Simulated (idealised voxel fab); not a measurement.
The following process module bears the name voxel plated lines.
Cross-sectional view cut (width: 260 nm; square cell size: 5 nm).
If you're reading a cross-section in this doc, picture square cells in a grid; it comes to you as bands, top ones listed first down to the bottom, and a band can be one or more rows of cells. Heights first: top, then bottom, in nm. Then materials, left to right, each with a width in nm. "throughout" on a single material: fills the band edge to edge. "blank": empty space. Heights are expressed relative to 0, this being the level below which the as-received wafer comprises one material exclusively. The lowest band is unbounded in the downward direction and is denoted as in "0 and below". Width "30..40": first value at the band's top row of cells, second value at its bottom row, equal change from row to row. Where the words "nothing got changed" appear for a step, the cross-section shows no cell changed by that step; every cell remained as before. The list in "Enclosed cavities" covers empty spaces of 8 cells or more that cannot reach the top through any open way, and it gives each as width x height at distance; the distance is from the left edge, and width, height and distance are in nm. The remark found on a step's line after its settings is issued by the simulator itself and pertains to that step. Regarding "overlay nm": on a step with a mask, it is the distance the mask lay to the right of its planned place; a negative value places it to the left.
**This section lists the process steps that were planned**
1) RECEIVE | material Si
2) CONFORMAL_DEP | material SiO2 | thk nm 5
3) DIRECTIONAL_DEP | material TiN | thk nm 5
4) PATTERN | tone open | mask id LINES | material resist | width nm 30 | pitch nm 50 | thk nm 35 | overlay nm 0
5) EPI | material Ru | thk nm 5
6) EPI | material Ru | thk nm 10
7) EPI | material Ru | thk nm 5
8) STRIP | etch materials resist
9) DIRECTIONAL_ETCH | etch materials TiN | depth nm 5
10) CONFORMAL_DEP | material SiO2 | thk nm 10
**Incoming wafer, cross-sectional view, post step 1**
0 and below = Si throughout
Enclosed cavities: none
**Post-module cross-section: identical start and plan to those above, one misstep in execution**
40 down to 30 = blank 35 nm; SiO2 40 nm; blank 10 nm; SiO2 40 nm; blank 10 nm; SiO2 40 nm; blank 10 nm; SiO2 40 nm; blank 35 nm
30 down to 15 = blank 35 nm; SiO2 10 nm; Ru 20 nm; SiO2 10 nm; blank 10 nm; SiO2 10 nm; Ru 20 nm; SiO2 10 nm; blank 10 nm; SiO2 10 nm; Ru 20 nm; SiO2 10 nm; blank 10 nm; SiO2 10 nm; Ru 20 nm; SiO2 10 nm; blank 35 nm
15 down to 10 = SiO2 45 nm; Ru 20 nm; SiO2 30 nm; Ru 20 nm; SiO2 30 nm; Ru 20 nm; SiO2 30 nm; Ru 20 nm; SiO2 45 nm
10 down to 5 = SiO2 45 nm; TiN 20 nm; SiO2 30 nm; TiN 20 nm; SiO2 30 nm; TiN 20 nm; SiO2 30 nm; TiN 20 nm; SiO2 45 nm
5 down to 0 = SiO2 throughout
0 and below = Si throughout
Enclosed cavities: none
Error vs. plan: note that step 4 departed from the planned setting and was carried out as PATTERN | tone open | mask id LINES | material resist | width nm 20 | pitch nm 50 | thk nm 35 | overlay nm 0
